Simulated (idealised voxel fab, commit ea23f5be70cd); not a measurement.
The document below concerns the process module designated voxel air gaps.
It is cross-section cut that appears here, measuring 225 nm in width, its square cells being 5 nm in size.
Format of a cross-section: grid, square cells. Given as bands. Order: top down. Band: one or more rows of cells.
What a band's entry tells you: where the top is and where the bottom is, as heights in nm, and after that what lies inside, material by material from left to right, each with its width in nm. Empty space is written as the word "blank", and a single material marked with the word "edge to edge" occupies the band from edge to edge.
Heights are expressed relative to 0, this being the level below which the as-received wafer comprises one material exclusively. The lowest band is unbounded in the downward direction and is denoted as in "z 0 and below".
Per-row width for "30..40": begins at first number (top row of band), ends at second number (bottom row), increment between rows held constant.
"remains unaltered" for a step: no cell of the cross-section changed in that step.
The list in "Cavities, sealed" covers empty spaces of 8 cells or more that cannot reach the top through any open way, and it gives each as width x height at distance; the distance is from the left edge, and width, height and distance are in nm.
Read whatever lies past the settings on a step's line as the simulator's own remark about the step.
When a step includes a mask, the "overlay nm" setting on its line states how far to the right of its planned place that mask lay, and negative values state how far to the left.

**Listed below are the process steps as planned**
1: RECEIVE,material Si
2: CONFORMAL_DEP,material SiO2,thk nm 10
3: CONFORMAL_DEP,material SiCN,thk nm 5
4: DIRECTIONAL_DEP,material SiO2,thk nm 35
5: MASKED_ETCH,tone open,mask id LINES,width nm 15,pitch nm 40,etch materials SiO2,depth nm 35,overlay nm 0
6: CONFORMAL_DEP,material TiN,thk nm 5
7: FILL_DEP,material Cu,thk nm 5
8: CMP,height nm 50
9: EPI,material Ru,thk nm 10
10: SELECTIVE_ETCH,etch materials SiO2,depth nm 45
11: CONFORMAL_DEP,material SiCN,thk nm 5

**Cross-section of the wafer at receipt, which is the condition after step 1**
  z 0 and below | Si edge to edge
  Cavities, sealed: none

**Cross-sectional result after module completion. Note: starting condition and plan are unchanged from above; one processing mistake was made**
  z 65 to 60 | 45 blank, 135 SiCN, 45 blank
  z 60 to 50 | 45 blank, 5 SiCN, 125 Ru, 5 SiCN, 45 blank
  z 50 to 45 | 45 blank, 15 SiCN, 5 TiN, 15 Cu, 5 TiN, 15 SiO2, 5 TiN, 15 Cu, 5 TiN, 15 SiO2, 5 TiN, 15 Cu, 5 TiN, 15 SiCN, 45 blank
  z 45 to 20 | 55 blank, 5 SiCN, 5 TiN, 15 Cu, 5 TiN, 15 SiO2, 5 TiN, 15 Cu, 5 TiN, 15 SiO2, 5 TiN, 15 Cu, 5 TiN, 5 SiCN, 55 blank
  z 20 to 15 | 60 SiCN, 25 TiN, 15 SiO2, 25 TiN, 15 SiO2, 25 TiN, 60 SiCN
  z 15 to 10 | SiCN edge to edge
  z 10 to 0 | SiO2 edge to edge
  z 0 and below | Si edge to edge
  Cavities, sealed: none
What was done differently from what was planned? step 5 went in with a setting other than planned; the actual run was MASKED_ETCH,tone open,mask id LINES,width nm 25,pitch nm 40,etch materials SiO2,depth nm 35,overlay nm 0
